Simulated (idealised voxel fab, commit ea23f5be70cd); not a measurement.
The document below concerns the process module designated voxel air gaps.
The figure presents cross-section cut, which has a width of 180 nm and is divided into square cells with an edge length of 5 nm.
Cross-section format: a grid of square cells, given as bands from top to bottom; each band is one or more rows of cells. What a band's entry tells you: where the top is and where the bottom is, as heights in nm, and after that what lies inside, material by material from left to right, each with its width in nm. Empty space is written as the word "blank", and a single material marked with the word "everywhere" occupies the band from edge to edge. Ref level 0: as-received wafer is one material below here. Bottom band extends down with no lower bound ("0 and below"). The two numbers in a width such as "30..40" mark its ends across the band: the first belongs to the top row of cells, the second to the bottom row, and from each row to the next the width moves by the same amount. What does "remained unchanged" mean for a step? It means no cell of the cross-section changed in that step. Enclosed voids (no open way to top), threshold 8 cells or more, entry "Enclosed cavities", notation width x height at distance, distance from left edge, nm. Text after the settings on a step's line: the simulator's own remark on that step. Regarding "overlay nm": on a step with a mask, it is the distance the mask lay to the right of its planned place; a negative value places it to the left.
List of planned process steps
- 1: RECEIVE,material Si
- 2: CONFORMAL_DEP,material SiO2,thk nm 10
- 3: CONFORMAL_DEP,material SiN,thk nm 5
- 4: DIRECTIONAL_DEP,material SiO2,thk nm 40
- 5: MASKED_ETCH,tone open,mask id LINES,width nm 25,pitch nm 55,etch materials SiO2,depth nm 40,overlay nm 0
- 6: CONFORMAL_DEP,material TiN,thk nm 5
- 7: FILL_DEP,material Ru,thk nm 10
- 8: CMP,height nm 55
- 9: EPI,material Ru,thk nm 10
- 10: SELECTIVE_ETCH,etch materials SiO2,depth nm 50
- 11: CONFORMAL_DEP,material SiCN,thk nm 5
As received (post step 1): cross-section
  0 and below | Si everywhere
  Enclosed cavities: none
Here's the cross-section of the first of our two wafers at the end of the module - it ran as planned
  70 down to 65 | 5 nm blank / 165 nm SiCN / 10 nm blank
  65 down to 55 | 5 nm blank / 5 nm SiCN / 45 nm Ru / 10 nm SiCN / 45 nm Ru / 10 nm SiCN / 45 nm Ru / 5 nm SiCN / 10 nm blank
  55 down to 50 | 5 nm blank / 15 nm SiCN / 5 nm TiN / 15 nm Ru / 5 nm TiN / 30 nm SiCN / 5 nm TiN / 15 nm Ru / 5 nm TiN / 30 nm SiCN / 5 nm TiN / 15 nm Ru / 5 nm TiN / 15 nm SiCN / 10 nm blank
  50 down to 20 | 15 nm blank / 5 nm SiCN / 5 nm TiN / 15 nm Ru / 5 nm TiN / 5 nm SiCN / 20 nm blank / 5 nm SiCN / 5 nm TiN / 15 nm Ru / 5 nm TiN / 5 nm SiCN / 20 nm blank / 5 nm SiCN / 5 nm TiN / 15 nm Ru / 5 nm TiN / 5 nm SiCN / 20 nm blank
  20 down to 15 | 20 nm SiCN / 25 nm TiN / 30 nm SiCN / 25 nm TiN / 30 nm SiCN / 25 nm TiN / 25 nm SiCN
  15 down to 10 | SiN everywhere
  10 down to 0 | SiO2 everywhere
  0 and below | Si everywhere
  Enclosed cavities: 20 x 30 at 50; 20 x 30 at 105
Cross-sectional view of the second of two wafers upon completion of the module. This wafer shared its starting condition and process plan with the first; one error was made during its execution
  70 down to 65 | 10 nm blank / 45 nm SiCN / 10 nm blank / 45 nm SiCN / 10 nm blank / 45 nm SiCN / 15 nm blank
  65 down to 55 | 10 nm blank / 5 nm SiCN / 35 nm Ru / 5 nm SiCN / 10 nm blank / 5 nm SiCN / 35 nm Ru / 5 nm SiCN / 10 nm blank / 5 nm SiCN / 35 nm Ru / 5 nm SiCN / 15 nm blank
  55 down to 50 | 10 nm blank / 15 nm SiCN / 15 nm Ru / 15 nm SiCN / 10 nm blank / 15 nm SiCN / 15 nm Ru / 15 nm SiCN / 10 nm blank / 15 nm SiCN / 15 nm Ru / 15 nm SiCN / 15 nm blank
  50 down to 20 | 15 nm blank / 10 nm SiCN / 15 nm Ru / 10 nm SiCN / 20 nm blank / 10 nm SiCN / 15 nm Ru / 10 nm SiCN / 20 nm blank / 10 nm SiCN / 15 nm Ru / 10 nm SiCN / 20 nm blank
  20 down to 15 | SiCN everywhere
  15 down to 10 | SiN everywhere
  10 down to 0 | SiO2 everywhere
  0 and below | Si everywhere
  Enclosed cavities: none
Run error: rather than as planned, step 6 actually ran as CONFORMAL_DEP,material SiCN,thk nm 5
Counted in cells at the end, the second wafer holds more or fewer of these materials than the first: Ru: 12 fewer | SiCN: 45 more | TiN: 57 fewer
The first wafer finishes with 2 closed voids, while the second finishes with 0.
